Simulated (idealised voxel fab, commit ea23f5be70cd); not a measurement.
voxel transistor to metal: a process module
Square cells of 5 nm make up the cross-section cut, whose width is 160 nm.
Bands, listed from the top down, are how a cross-section gets written in this document; the cross-section itself is a grid of square cells, and a band is one or more rows of them.
A band entry consists of two parts. The first gives the height of the band's top and the height of its bottom, in nm. The rest lists the band's materials from left to right, each with its width in nm. A single material labelled with the word "full width" fills the band from edge to edge, and the word "air" marks empty space.
All heights in this document are referenced to 0, defined as the level beneath which the wafer, as received, consists entirely of one material. The lowest band is not bounded below; it extends indefinitely downward and is written in the form "0 and below".
When a width is written as two numbers, as in "30->40", the first number is the width in the top row of cells of the band and the second is the width in its bottom row, and the width changes by the same amount from each row to the next.
Take "left unchanged" at face value: in the step it is given for, the cross-section changed in none of its cells.
Look at "Non-vented voids" for the closed voids: empty spaces with no open path to the top, sized 8 cells or up. Each is width x height at distance, distance from the left edge, all nm.
Anything after a step's settings on that line? It's the simulator's own note about the step.
The optional step-line setting "overlay nm" applies to steps with a mask and quantifies how far to the right of its planned location the mask lay, a negative value indicating leftward placement.
Below you will find pairs of cross-sections. In each, one shows the wafer before one process step and the other after it, with the after view ending at the lowest band that changed. Under each pair is the step separating them, along with its settings. Do not assume the pairs form a chain: they can come from different runs of this module on the same starting wafer, and a pair continues from the pair above it only when its "Ex-ante state" entry says so.

Ex-ante state
	0 and below: Si full width
	Non-vented voids: none

Section, Post-Step
	0 down to -5: SiO2 full width
	Rest of section, below -5: as before.
	Non-vented voids: none
Step between the pre-process and post-process cross-sections given above: op OXIDIZE | depth nm 5

Ex-ante state: see the after view in the pair directly above.

Section, Post-Step
	10 down to 0: SiN full width
	Rest of section, below 0: as before.
	Non-vented voids: none
Step between the pre-process and post-process cross-sections given above: op CONFORMAL_DEP | material SiN | thk nm 10

Ex-ante state: see the after view in the pair directly above.

Section, Post-Step
	10 down to 0: 30 nm air | 100 nm SiN | 30 nm air
	Rest of section, below 0: as before.
	Non-vented voids: none
Step between the pre-process and post-process cross-sections given above: op MASKED_ETCH | tone cover | mask id ACTIVE | width nm 100 | etch materials SiN | depth nm 10 | overlay nm 0

Ex-ante state: see the after view in the pair directly above.

Section, Post-Step
	10 down to 0: 30 nm air | 100 nm SiN | 30 nm air
	0 down to -5: 30 nm air | 100 nm SiO2 | 30 nm air
	Rest of section, below -5: as before.
	Non-vented voids: none
Step between the pre-process and post-process cross-sections given above: op MASKED_ETCH | tone cover | mask id ACTIVE | width nm 100 | etch materials SiO2 | depth nm 5 | overlay nm 0

Ex-ante state: see the after view in the pair directly above.

Section, Post-Step
	10 down to 0: 30 nm air | 100 nm SiN | 30 nm air
	0 down to -5: 30 nm air | 100 nm SiO2 | 30 nm air
	-5 down to -35: 30 nm air | 100 nm Si | 30 nm air
	Rest of section, below -35: as before.
	Non-vented voids: none
Step between the pre-process and post-process cross-sections given above: op MASKED_ETCH | tone cover | mask id ACTIVE | width nm 100 | etch materials Si | depth nm 30 | overlay nm 0

Ex-ante state: see the after view in the pair directly above.

Section, Post-Step
	15 down to 10: SiO2 full width
	10 down to 0: 30 nm SiO2 | 100 nm SiN | 30 nm SiO2
	0 down to -5: SiO2 full width
	-5 down to -35: 30 nm SiO2 | 100 nm Si | 30 nm SiO2
	Rest of section, below -35: as before.
	Non-vented voids: none
Step between the pre-process and post-process cross-sections given above: op FILL_DEP | material SiO2 | thk nm 5

Ex-ante state: see the after view in the pair directly above.

Section, Post-Step
	10 down to 0: 30 nm SiO2 | 100 nm SiN | 30 nm SiO2
	Rest of section, below 0: as before.
	Non-vented voids: none
Step between the pre-process and post-process cross-sections given above: op CMP | height nm 10

Ex-ante state: see the after view in the pair directly above.

Section, Post-Step
	10 down to 5: 30 nm air | 100 nm SiN | 30 nm air
	Rest of section, below 5: as before.
	Non-vented voids: none
Step between the pre-process and post-process cross-sections given above: op SELECTIVE_ETCH | etch materials SiO2 | depth nm 5

Ex-ante state: see the after view in the pair directly above.

Section, Post-Step
	5 down to 0: 30 nm SiO2 | 100 nm air | 30 nm SiO2
	Rest of section, below 0: as before.
	Non-vented voids: none
Step between the pre-process and post-process cross-sections given above: op STRIP | etch materials SiN

Ex-ante state: see the after view in the pair directly above.

Section, Post-Step
	0 down to -5: 25 nm SiO2 | 110 nm air | 25 nm SiO2
	Rest of section, below -5: as before.
	Non-vented voids: none
Step between the pre-process and post-process cross-sections given above: op SELECTIVE_ETCH | etch materials SiO2 | depth nm 5

Ex-ante state: see the after view in the pair directly above.

Section, Post-Step
	0 down to -5: 25 nm SiO2 | 110 nm air | 25 nm SiO2
	-5 down to -10: SiO2 full width
	Rest of section, below -10: as before.
	Non-vented voids: none
Step between the pre-process and post-process cross-sections given above: op OXIDIZE | depth nm 5

Ex-ante state: see the after view in the pair directly above.

Section, Post-Step
	30 down to 25: 25 nm polySi | 110 nm air | 25 nm polySi
	25 down to 0: polySi full width
	0 down to -5: 25 nm SiO2 | 110 nm polySi | 25 nm SiO2
	Rest of section, below -5: as before.
	Non-vented voids: none
Step between the pre-process and post-process cross-sections given above: op DIRECTIONAL_DEP | material polySi | thk nm 30

Ex-ante state: see the after view in the pair directly above.

Section, Post-Step
	45 down to 40: 25 nm SiCN | 110 nm air | 25 nm SiCN
	40 down to 30: SiCN full width
	30 down to 25: 25 nm polySi | 110 nm SiCN | 25 nm polySi
	Rest of section, below 25: as before.
	Non-vented voids: none
Step between the pre-process and post-process cross-sections given above: op DIRECTIONAL_DEP | material SiCN | thk nm 15

Ex-ante state: see the after view in the pair directly above.

Section, Post-Step
	55 down to 50: 25 nm aC | 110 nm air | 25 nm aC
	50 down to 45: aC full width
	45 down to 40: 25 nm SiCN | 110 nm aC | 25 nm SiCN
	Rest of section, below 40: as before.
	Non-vented voids: none
Step between the pre-process and post-process cross-sections given above: op DIRECTIONAL_DEP | material aC | thk nm 10

Ex-ante state: see the after view in the pair directly above.

Section, Post-Step
	85 down to 55: 70 nm air | 20 nm resist | 70 nm air
	55 down to 50: 25 nm aC | 45 nm air | 20 nm resist | 45 nm air | 25 nm aC
	Rest of section, below 50: as before.
	Non-vented voids: none
Step between the pre-process and post-process cross-sections given above: op PATTERN | tone cover | mask id GATE | material resist | width nm 20 | thk nm 30 | overlay nm 0

Ex-ante state: see the after view in the pair directly above.

Section, Post-Step
	75 down to 50: 70 nm air | 20 nm resist | 70 nm air
	50 down to 45: 70 nm air | 20 nm aC | 70 nm air
	45 down to 40: 25 nm SiCN | 45 nm air | 20 nm aC | 45 nm air | 25 nm SiCN
	Rest of section, below 40: as before.
	Non-vented voids: none
Step between the pre-process and post-process cross-sections given above: op DIRECTIONAL_ETCH | etch materials aC | depth nm 10

Ex-ante state: see the after view in the pair directly above.

Section, Post-Step
	50 down to 45: 70 nm air | 20 nm aC | 70 nm air
	Rest of section, below 45: as before.
	Non-vented voids: none
Step between the pre-process and post-process cross-sections given above: op STRIP | etch materials resist

Ex-ante state: see the after view in the pair directly above.

Section, Post-Step
	50 down to 40: 70 nm air | 20 nm aC | 70 nm air
	40 down to 30: 70 nm air | 20 nm SiCN | 70 nm air
	30 down to 25: 25 nm polySi | 45 nm air | 20 nm SiCN | 45 nm air | 25 nm polySi
	Rest of section, below 25: as before.
	Non-vented voids: none
Step between the pre-process and post-process cross-sections given above: op DIRECTIONAL_ETCH | etch materials SiCN | depth nm 25

Ex-ante state: see the after view in the pair directly above.

Section, Post-Step
	50 down to 40: 70 nm air | 20 nm aC | 70 nm air
	40 down to 25: 70 nm air | 20 nm SiCN | 70 nm air
	25 down to 0: 70 nm air | 20 nm polySi | 70 nm air
	0 down to -5: 25 nm SiO2 | 45 nm air | 20 nm polySi | 45 nm air | 25 nm SiO2
	Rest of section, below -5: as before.
	Non-vented voids: none
Step between the pre-process and post-process cross-sections given above: op DIRECTIONAL_ETCH | etch materials polySi | depth nm 40

Ex-ante state: see the after view in the pair directly above.

Section, Post-Step
	40 down to 25: 70 nm air | 20 nm SiCN | 70 nm air
	Rest of section, below 25: as before.
	Non-vented voids: none
Step between the pre-process and post-process cross-sections given above: op STRIP | etch materials aC

Ex-ante state: see the after view in the pair directly above.

Section, Post-Step
	45 down to 40: 65 nm air | 30 nm SiO2 | 65 nm air
	40 down to 25: 65 nm air | 5 nm SiO2 | 20 nm SiCN | 5 nm SiO2 | 65 nm air
	25 down to 5: 65 nm air | 5 nm SiO2 | 20 nm polySi | 5 nm SiO2 | 65 nm air
	5 down to 0: 30 nm SiO2 | 35 nm air | 5 nm SiO2 | 20 nm polySi | 5 nm SiO2 | 35 nm air | 30 nm SiO2
	0 down to -5: 70 nm SiO2 | 20 nm polySi | 70 nm SiO2
	Rest of section, below -5: as before.
	Non-vented voids: none
Step between the pre-process and post-process cross-sections given above: op CONFORMAL_DEP | material SiO2 | thk nm 5

Ex-ante state: see the after view in the pair directly above.

Section, Post-Step
	40 down to 25: 65 nm air | 5 nm SiO2 | 20 nm SiCN | 5 nm SiO2 | 65 nm air
	25 down to 0: 65 nm air | 5 nm SiO2 | 20 nm polySi | 5 nm SiO2 | 65 nm air
	0 down to -5: 30 nm SiO2 | 35 nm air | 5 nm SiO2 | 20 nm polySi | 5 nm SiO2 | 35 nm air | 30 nm SiO2
	Rest of section, below -5: as before.
	Non-vented voids: none
Step between the pre-process and post-process cross-sections given above: op DIRECTIONAL_ETCH | etch materials SiO2 | depth nm 5

Ex-ante state: see the after view in the pair directly above.

Section, Post-Step
	50 down to 40: 55 nm air | 50 nm SiN | 55 nm air
	40 down to 25: 55 nm air | 10 nm SiN | 5 nm SiO2 | 20 nm SiCN | 5 nm SiO2 | 10 nm SiN | 55 nm air
	25 down to 10: 55 nm air | 10 nm SiN | 5 nm SiO2 | 20 nm polySi | 5 nm SiO2 | 10 nm SiN | 55 nm air
	10 down to 5: 40 nm SiN | 15 nm air | 10 nm SiN | 5 nm SiO2 | 20 nm polySi | 5 nm SiO2 | 10 nm SiN | 15 nm air | 40 nm SiN
	5 down to 0: 65 nm SiN | 5 nm SiO2 | 20 nm polySi | 5 nm SiO2 | 65 nm SiN
	0 down to -5: 30 nm SiO2 | 35 nm SiN | 5 nm SiO2 | 20 nm polySi | 5 nm SiO2 | 35 nm SiN | 30 nm SiO2
	Rest of section, below -5: as before.
	Non-vented voids: none
Step between the pre-process and post-process cross-sections given above: op CONFORMAL_DEP | material SiN | thk nm 10

Ex-ante state: see the after view in the pair directly above.

Section, Post-Step
	40 down to 25: 55 nm air | 10 nm SiN | 5 nm SiO2 | 20 nm SiCN | 5 nm SiO2 | 10 nm SiN | 55 nm air
	25 down to 0: 55 nm air | 10 nm SiN | 5 nm SiO2 | 20 nm polySi | 5 nm SiO2 | 10 nm SiN | 55 nm air
	0 down to -5: 30 nm SiO2 | 10 nm SiN | 15 nm air | 10 nm SiN | 5 nm SiO2 | 20 nm polySi | 5 nm SiO2 | 10 nm SiN | 15 nm air | 10 nm SiN | 30 nm SiO2
	Rest of section, below -5: as before.
	Non-vented voids: none
Step between the pre-process and post-process cross-sections given above: op DIRECTIONAL_ETCH | etch materials SiN | depth nm 10

Ex-ante state: see the after view in the pair directly above.

Section, Post-Step
	40 down to 35: 55 nm air | 10 nm SiN | 5 nm air | 20 nm SiCN | 5 nm air | 10 nm SiN | 55 nm air
	35 down to 25: 55 nm air | 10 nm SiN | 5 nm SiO2 | 20 nm SiCN | 5 nm SiO2 | 10 nm SiN | 55 nm air
	25 down to 0: 55 nm air | 10 nm SiN | 5 nm SiO2 | 20 nm polySi | 5 nm SiO2 | 10 nm SiN | 55 nm air
	0 down to -5: 30 nm air | 10 nm SiN | 15 nm air | 10 nm SiN | 5 nm SiO2 | 20 nm polySi | 5 nm SiO2 | 10 nm SiN | 15 nm air | 10 nm SiN | 30 nm air
	-5 down to -10: 40 nm SiO2 | 15 nm air | 50 nm SiO2 | 15 nm air | 40 nm SiO2
	Rest of section, below -10: as before.
	Non-vented voids: none
Step between the pre-process and post-process cross-sections given above: op DIRECTIONAL_ETCH | etch materials SiO2 | depth nm 5

Ex-ante state: see the after view in the pair directly above.

Section, Post-Step
	40 down to 35: 55 nm air | 10 nm SiN | 5 nm air | 20 nm SiCN | 5 nm air | 10 nm SiN | 55 nm air
	35 down to 25: 55 nm air | 10 nm SiN | 5 nm SiO2 | 20 nm SiCN | 5 nm SiO2 | 10 nm SiN | 55 nm air
	25 down to 0: 55 nm air | 10 nm SiN | 5 nm SiO2 | 20 nm polySi | 5 nm SiO2 | 10 nm SiN | 55 nm air
	0 down to -5: 30 nm air | 10 nm SiN | 15 nm air | 10 nm SiN | 5 nm SiO2 | 20 nm polySi | 5 nm SiO2 | 10 nm SiN | 15 nm air | 10 nm SiN | 30 nm air
	-5 down to -10: 40 nm SiO2 | 15 nm air | 50 nm SiO2 | 15 nm air | 40 nm SiO2
	-10 down to -25: 30 nm SiO2 | 10 nm Si | 15 nm air | 50 nm Si | 15 nm air | 10 nm Si | 30 nm SiO2
	Rest of section, below -25: as before.
	Non-vented voids: none
Step between the pre-process and post-process cross-sections given above: op DIRECTIONAL_ETCH | etch materials Si | depth nm 15

Ex-ante state: see the after view in the pair directly above.

Section, Post-Step
	40 down to 35: 55 nm air | 10 nm SiN | 5 nm air | 20 nm SiCN | 5 nm air | 10 nm SiN | 55 nm air
	35 down to 25: 55 nm air | 10 nm SiN | 5 nm SiO2 | 20 nm SiCN | 5 nm SiO2 | 10 nm SiN | 55 nm air
	25 down to 5: 55 nm air | 10 nm SiN | 5 nm SiO2 | 20 nm polySi | 5 nm SiO2 | 10 nm SiN | 55 nm air
	5 down to 0: 35 nm air | 20 nm SiGe | 10 nm SiN | 5 nm SiO2 | 20 nm polySi | 5 nm SiO2 | 10 nm SiN | 20 nm SiGe | 35 nm air
	0 down to -5: 30 nm air | 10 nm SiN | 15 nm SiGe | 10 nm SiN | 5 nm SiO2 | 20 nm polySi | 5 nm SiO2 | 10 nm SiN | 15 nm SiGe | 10 nm SiN | 30 nm air
	-5 down to -10: 40 nm SiO2 | 15 nm SiGe | 50 nm SiO2 | 15 nm SiGe | 40 nm SiO2
	-10 down to -25: 30 nm SiO2 | 10 nm Si | 15 nm SiGe | 50 nm Si | 15 nm SiGe | 10 nm Si | 30 nm SiO2
	Rest of section, below -25: as before.
	Non-vented voids: none
Step between the pre-process and post-process cross-sections given above: op EPI | material SiGe | thk nm 15

Ex-ante state: see the after view in the pair directly above.

Section, Post-Step
	45 down to 40: SiO2 full width
	40 down to 25: 55 nm SiO2 | 10 nm SiN | 5 nm SiO2 | 20 nm SiCN | 5 nm SiO2 | 10 nm SiN | 55 nm SiO2
	25 down to 5: 55 nm SiO2 | 10 nm SiN | 5 nm SiO2 | 20 nm polySi | 5 nm SiO2 | 10 nm SiN | 55 nm SiO2
	5 down to 0: 35 nm SiO2 | 20 nm SiGe | 10 nm SiN | 5 nm SiO2 | 20 nm polySi | 5 nm SiO2 | 10 nm SiN | 20 nm SiGe | 35 nm SiO2
	0 down to -5: 30 nm SiO2 | 10 nm SiN | 15 nm SiGe | 10 nm SiN | 5 nm SiO2 | 20 nm polySi | 5 nm SiO2 | 10 nm SiN | 15 nm SiGe | 10 nm SiN | 30 nm SiO2
	Rest of section, below -5: as before.
	Non-vented voids: none
Step between the pre-process and post-process cross-sections given above: op FILL_DEP | material SiO2 | thk nm 5

Ex-ante state: see the after view in the pair directly above.

Section, Post-Step
	40 down to 25: 55 nm SiO2 | 10 nm SiN | 5 nm SiO2 | 20 nm SiCN | 5 nm SiO2 | 10 nm SiN | 55 nm SiO2
	Rest of section, below 25: as before.
	Non-vented voids: none
Step between the pre-process and post-process cross-sections given above: op CMP | height nm 40

Ex-ante state: see the after view in the pair directly above.

Section, Post-Step
	55 down to 40: SiO2 full width
	Rest of section, below 40: as before.
	Non-vented voids: none
Step between the pre-process and post-process cross-sections given above: op DIRECTIONAL_DEP | material SiO2 | thk nm 15

Ex-ante state: see the after view in the pair directly above.

Section, Post-Step
	65 down to 55: aC full width
	Rest of section, below 55: as before.
	Non-vented voids: none
Step between the pre-process and post-process cross-sections given above: op DIRECTIONAL_DEP | material aC | thk nm 10

Ex-ante state: see the after view in the pair directly above.

Section, Post-Step
	95 down to 65: 40 nm resist | 25 nm air | 30 nm resist | 25 nm air | 40 nm resist
	Rest of section, below 65: as before.
	Non-vented voids: none
Step between the pre-process and post-process cross-sections given above: op PATTERN | tone open | mask id CONTACT | material resist | width nm 25 | pitch nm 55 | thk nm 30 | overlay nm 0

Ex-ante state: see the after view in the pair directly above.

Section, Post-Step
	85 down to 65: 40 nm resist | 25 nm air | 30 nm resist | 25 nm air | 40 nm resist
	65 down to 55: 40 nm aC | 25 nm air | 30 nm aC | 25 nm air | 40 nm aC
	Rest of section, below 55: as before.
	Non-vented voids: none
Step between the pre-process and post-process cross-sections given above: op DIRECTIONAL_ETCH | etch materials aC | depth nm 10

Ex-ante state: see the after view in the pair directly above.

Section, Post-Step
	65 down to 55: 40 nm aC | 25 nm air | 30 nm aC | 25 nm air | 40 nm aC
	Rest of section, below 55: as before.
	Non-vented voids: none
Step between the pre-process and post-process cross-sections given above: op STRIP | etch materials resist

Ex-ante state: see the after view in the pair directly above.

Section, Post-Step
	65 down to 55: 40 nm aC | 25 nm air | 30 nm aC | 25 nm air | 40 nm aC
	55 down to 40: 40 nm SiO2 | 25 nm air | 30 nm SiO2 | 25 nm air | 40 nm SiO2
	40 down to 25: 40 nm SiO2 | 15 nm air | 10 nm SiN | 5 nm SiO2 | 20 nm SiCN | 5 nm SiO2 | 10 nm SiN | 15 nm air | 40 nm SiO2
	25 down to 5: 40 nm SiO2 | 15 nm air | 10 nm SiN | 5 nm SiO2 | 20 nm polySi | 5 nm SiO2 | 10 nm SiN | 15 nm air | 40 nm SiO2
	Rest of section, below 5: as before.
	Non-vented voids: none
Step between the pre-process and post-process cross-sections given above: op DIRECTIONAL_ETCH | etch materials SiO2 | depth nm 50

Ex-ante state: see the after view in the pair directly above.

Section, Post-Step
	55 down to 40: 40 nm SiO2 | 25 nm air | 30 nm SiO2 | 25 nm air | 40 nm SiO2
	Rest of section, below 40: as before.
	Non-vented voids: none
Step between the pre-process and post-process cross-sections given above: op STRIP | etch materials aC

Ex-ante state: see the after view in the pair directly above.

Section, Post-Step
	60 down to 55: 45 nm TiN | 15 nm air | 40 nm TiN | 15 nm air | 45 nm TiN
	55 down to 45: 40 nm SiO2 | 5 nm TiN | 15 nm air | 5 nm TiN | 30 nm SiO2 | 5 nm TiN | 15 nm air | 5 nm TiN | 40 nm SiO2
	45 down to 40: 40 nm SiO2 | 5 nm TiN | 5 nm air | 15 nm TiN | 30 nm SiO2 | 15 nm TiN | 5 nm air | 5 nm TiN | 40 nm SiO2
	40 down to 25: 40 nm SiO2 | 5 nm TiN | 5 nm air | 5 nm TiN | 10 nm SiN | 5 nm SiO2 | 20 nm SiCN | 5 nm SiO2 | 10 nm SiN | 5 nm TiN | 5 nm air | 5 nm TiN | 40 nm SiO2
	25 down to 10: 40 nm SiO2 | 5 nm TiN | 5 nm air | 5 nm TiN | 10 nm SiN | 5 nm SiO2 | 20 nm polySi | 5 nm SiO2 | 10 nm SiN | 5 nm TiN | 5 nm air | 5 nm TiN | 40 nm SiO2
	10 down to 5: 40 nm SiO2 | 15 nm TiN | 10 nm SiN | 5 nm SiO2 | 20 nm polySi | 5 nm SiO2 | 10 nm SiN | 15 nm TiN | 40 nm SiO2
	Rest of section, below 5: as before.
	Non-vented voids: none
Step between the pre-process and post-process cross-sections given above: op CONFORMAL_DEP | material TiN | thk nm 5

Ex-ante state: see the after view in the pair directly above.

Section, Post-Step
	65 down to 60: Ru full width
	60 down to 55: 45 nm TiN | 15 nm Ru | 40 nm TiN | 15 nm Ru | 45 nm TiN
	55 down to 45: 40 nm SiO2 | 5 nm TiN | 15 nm Ru | 5 nm TiN | 30 nm SiO2 | 5 nm TiN | 15 nm Ru | 5 nm TiN | 40 nm SiO2
	45 down to 40: 40 nm SiO2 | 5 nm TiN | 5 nm Ru | 15 nm TiN | 30 nm SiO2 | 15 nm TiN | 5 nm Ru | 5 nm TiN | 40 nm SiO2
	40 down to 25: 40 nm SiO2 | 5 nm TiN | 5 nm Ru | 5 nm TiN | 10 nm SiN | 5 nm SiO2 | 20 nm SiCN | 5 nm SiO2 | 10 nm SiN | 5 nm TiN | 5 nm Ru | 5 nm TiN | 40 nm SiO2
	25 down to 10: 40 nm SiO2 | 5 nm TiN | 5 nm Ru | 5 nm TiN | 10 nm SiN | 5 nm SiO2 | 20 nm polySi | 5 nm SiO2 | 10 nm SiN | 5 nm TiN | 5 nm Ru | 5 nm TiN | 40 nm SiO2
	Rest of section, below 10: as before.
	Non-vented voids: none
Step between the pre-process and post-process cross-sections given above: op FILL_DEP | material Ru | thk nm 5

Ex-ante state: see the after view in the pair directly above.

Section, Post-Step
	55 down to 45: 40 nm SiO2 | 5 nm TiN | 15 nm Ru | 5 nm TiN | 30 nm SiO2 | 5 nm TiN | 15 nm Ru | 5 nm TiN | 40 nm SiO2
	Rest of section, below 45: as before.
	Non-vented voids: none
Step between the pre-process and post-process cross-sections given above: op CMP | height nm 55

Ex-ante state: see the after view in the pair directly above.

Section, Post-Step
	60 down to 55: TiN full width
	Rest of section, below 55: as before.
	Non-vented voids: none
Step between the pre-process and post-process cross-sections given above: op DIRECTIONAL_DEP | material TiN | thk nm 5

Ex-ante state: see the after view in the pair directly above.

Section, Post-Step
	85 down to 60: W full width
	Rest of section, below 60: as before.
	Non-vented voids: none
Step between the pre-process and post-process cross-sections given above: op DIRECTIONAL_DEP | material W | thk nm 25

Ex-ante state: see the after view in the pair directly above.

Section, Post-Step
	100 down to 85: 40 nm air | 15 nm resist | 50 nm air | 15 nm resist | 40 nm air
	Rest of section, below 85: as before.
	Non-vented voids: none
Step between the pre-process and post-process cross-sections given above: op PATTERN | tone cover | mask id METAL_1 | material resist | width nm 15 | pitch nm 65 | thk nm 15 | overlay nm 0

Ex-ante state: see the after view in the pair directly above.

Section, Post-Step
	100 down to 85: 40 nm air | 15 nm resist | 50 nm air | 15 nm resist | 40 nm air
	85 down to 60: 40 nm air | 15 nm W | 50 nm air | 15 nm W | 40 nm air
	Rest of section, below 60: as before.
	Non-vented voids: none
Step between the pre-process and post-process cross-sections given above: op DIRECTIONAL_ETCH | etch materials W | depth nm 25

Ex-ante state: see the after view in the pair directly above.

Section, Post-Step
	100 down to 85: 40 nm air | 15 nm resist | 50 nm air | 15 nm resist | 40 nm air
	85 down to 60: 40 nm air | 15 nm W | 50 nm air | 15 nm W | 40 nm air
	60 down to 55: 40 nm air | 15 nm TiN | 50 nm air | 15 nm TiN | 40 nm air
	Rest of section, below 55: as before.
	Non-vented voids: none
Step between the pre-process and post-process cross-sections given above: op DIRECTIONAL_ETCH | etch materials TiN | depth nm 5

Ex-ante state: see the after view in the pair directly above.

Section, Post-Step
	85 down to 60: 40 nm air | 15 nm W | 50 nm air | 15 nm W | 40 nm air
	Rest of section, below 60: as before.
	Non-vented voids: none
Step between the pre-process and post-process cross-sections given above: op STRIP | etch materials resist

Ex-ante state: see the after view in the pair directly above.

Section, Post-Step
	90 down to 85: lowk full width
	85 down to 60: 40 nm lowk | 15 nm W | 50 nm lowk | 15 nm W | 40 nm lowk
	60 down to 55: 40 nm lowk | 15 nm TiN | 50 nm lowk | 15 nm TiN | 40 nm lowk
	Rest of section, below 55: as before.
	Non-vented voids: none
Step between the pre-process and post-process cross-sections given above: op FILL_DEP | material lowk | thk nm 5

Ex-ante state: see the after view in the pair directly above.

Section, Post-Step
	85 down to 60: 40 nm lowk | 15 nm W | 50 nm lowk | 15 nm W | 40 nm lowk
	Rest of section, below 60: as before.
	Non-vented voids: none
Step between the pre-process and post-process cross-sections given above: op CMP | height nm 85

Ex-ante state: see the after view in the pair directly above.

Section, Post-Step
	90 down to 85: SiCN full width
	Rest of section, below 85: as before.
	Non-vented voids: none
Step between the pre-process and post-process cross-sections given above: op CONFORMAL_DEP | material SiCN | thk nm 5

Ex-ante state
	40 down to 25: 65 nm air | 5 nm SiO2 | 20 nm SiCN | 5 nm SiO2 | 65 nm air
	25 down to 0: 65 nm air | 5 nm SiO2 | 20 nm polySi | 5 nm SiO2 | 65 nm air
	0 down to -5: 30 nm SiO2 | 35 nm air | 5 nm SiO2 | 20 nm polySi | 5 nm SiO2 | 35 nm air | 30 nm SiO2
	-5 down to -10: SiO2 full width
	-10 down to -35: 30 nm SiO2 | 100 nm Si | 30 nm SiO2
	-35 and below: Si full width
	Non-vented voids: none

Section, Post-Step
	40 down to 35: 70 nm air | 20 nm SiCN | 70 nm air
	35 down to 25: 65 nm air | 5 nm SiO2 | 20 nm SiCN | 5 nm SiO2 | 65 nm air
	25 down to -5: 65 nm air | 5 nm SiO2 | 20 nm polySi | 5 nm SiO2 | 65 nm air
	-5 down to -10: 30 nm SiO2 | 35 nm air | 30 nm SiO2 | 35 nm air | 30 nm SiO2
	Rest of section, below -10: as before.
	Non-vented voids: none
Step between the pre-process and post-process cross-sections given above: op DIRECTIONAL_ETCH | etch materials SiO2 | depth nm 5

Ex-ante state: see the after view in the pair directly above.

Section, Post-Step
	40 down to 35: 70 nm air | 20 nm SiCN | 70 nm air
	35 down to 25: 65 nm air | 5 nm SiO2 | 20 nm SiCN | 5 nm SiO2 | 65 nm air
	25 down to -5: 65 nm air | 5 nm SiO2 | 20 nm polySi | 5 nm SiO2 | 65 nm air
	-5 down to -10: 30 nm SiO2 | 35 nm air | 30 nm SiO2 | 35 nm air | 30 nm SiO2
	-10 down to -25: 30 nm SiO2 | 35 nm air | 30 nm Si | 35 nm air | 30 nm SiO2
	Rest of section, below -25: as before.
	Non-vented voids: none
Step between the pre-process and post-process cross-sections given above: op DIRECTIONAL_ETCH | etch materials Si | depth nm 15

Ex-ante state: see the after view in the pair directly above.

Section, Post-Step
	40 down to 35: 70 nm air | 20 nm SiCN | 70 nm air
	35 down to 25: 65 nm air | 5 nm SiO2 | 20 nm SiCN | 5 nm SiO2 | 65 nm air
	25 down to 5: 65 nm air | 5 nm SiO2 | 20 nm polySi | 5 nm SiO2 | 65 nm air
	5 down to -5: 50 nm air | 15 nm SiGe | 5 nm SiO2 | 20 nm polySi | 5 nm SiO2 | 15 nm SiGe | 50 nm air
	-5 down to -10: 30 nm SiO2 | 20 nm air | 15 nm SiGe | 30 nm SiO2 | 15 nm SiGe | 20 nm air | 30 nm SiO2
	-10 down to -25: 30 nm SiO2 | 35 nm SiGe | 30 nm Si | 35 nm SiGe | 30 nm SiO2
	Rest of section, below -25: as before.
	Non-vented voids: none
Step between the pre-process and post-process cross-sections given above: op EPI | material SiGe | thk nm 15

Ex-ante state: see the after view in the pair directly above.

Section, Post-Step
	45 down to 40: SiO2 full width
	40 down to 25: 70 nm SiO2 | 20 nm SiCN | 70 nm SiO2
	25 down to 5: 70 nm SiO2 | 20 nm polySi | 70 nm SiO2
	5 down to -5: 50 nm SiO2 | 15 nm SiGe | 5 nm SiO2 | 20 nm polySi | 5 nm SiO2 | 15 nm SiGe | 50 nm SiO2
	-5 down to -10: 50 nm SiO2 | 15 nm SiGe | 30 nm SiO2 | 15 nm SiGe | 50 nm SiO2
	Rest of section, below -10: as before.
	Non-vented voids: none
Step between the pre-process and post-process cross-sections given above: op FILL_DEP | material SiO2 | thk nm 5

Ex-ante state: see the after view in the pair directly above.

Section, Post-Step
	40 down to 25: 70 nm SiO2 | 20 nm SiCN | 70 nm SiO2
	Rest of section, below 25: as before.
	Non-vented voids: none
Step between the pre-process and post-process cross-sections given above: op CMP | height nm 40

Ex-ante state: see the after view in the pair directly above.

Section, Post-Step
	55 down to 40: SiO2 full width
	Rest of section, below 40: as before.
	Non-vented voids: none
Step between the pre-process and post-process cross-sections given above: op DIRECTIONAL_DEP | material SiO2 | thk nm 15

Ex-ante state: see the after view in the pair directly above.

Section, Post-Step
	65 down to 55: aC full width
	Rest of section, below 55: as before.
	Non-vented voids: none
Step between the pre-process and post-process cross-sections given above: op DIRECTIONAL_DEP | material aC | thk nm 10

Ex-ante state: see the after view in the pair directly above.

Section, Post-Step
	95 down to 65: 40 nm resist | 25 nm air | 30 nm resist | 25 nm air | 40 nm resist
	Rest of section, below 65: as before.
	Non-vented voids: none
Step between the pre-process and post-process cross-sections given above: op PATTERN | tone open | mask id CONTACT | material resist | width nm 25 | pitch nm 55 | thk nm 30 | overlay nm 0

Ex-ante state: see the after view in the pair directly above.

Section, Post-Step
	85 down to 65: 40 nm resist | 25 nm air | 30 nm resist | 25 nm air | 40 nm resist
	65 down to 55: 40 nm aC | 25 nm air | 30 nm aC | 25 nm air | 40 nm aC
	Rest of section, below 55: as before.
	Non-vented voids: none
Step between the pre-process and post-process cross-sections given above: op DIRECTIONAL_ETCH | etch materials aC | depth nm 10

Ex-ante state: see the after view in the pair directly above.

Section, Post-Step
	65 down to 55: 40 nm aC | 25 nm air | 30 nm aC | 25 nm air | 40 nm aC
	Rest of section, below 55: as before.
	Non-vented voids: none
Step between the pre-process and post-process cross-sections given above: op STRIP | etch materials resist

Ex-ante state: see the after view in the pair directly above.

Section, Post-Step
	65 down to 55: 40 nm aC | 25 nm air | 30 nm aC | 25 nm air | 40 nm aC
	55 down to 40: 40 nm SiO2 | 25 nm air | 30 nm SiO2 | 25 nm air | 40 nm SiO2
	40 down to 25: 40 nm SiO2 | 25 nm air | 5 nm SiO2 | 20 nm SiCN | 5 nm SiO2 | 25 nm air | 40 nm SiO2
	25 down to 5: 40 nm SiO2 | 25 nm air | 5 nm SiO2 | 20 nm polySi | 5 nm SiO2 | 25 nm air | 40 nm SiO2
	Rest of section, below 5: as before.
	Non-vented voids: none
Step between the pre-process and post-process cross-sections given above: op DIRECTIONAL_ETCH | etch materials SiO2 | depth nm 50

Ex-ante state: see the after view in the pair directly above.

Section, Post-Step
	55 down to 40: 40 nm SiO2 | 25 nm air | 30 nm SiO2 | 25 nm air | 40 nm SiO2
	Rest of section, below 40: as before.
	Non-vented voids: none
Step between the pre-process and post-process cross-sections given above: op STRIP | etch materials aC
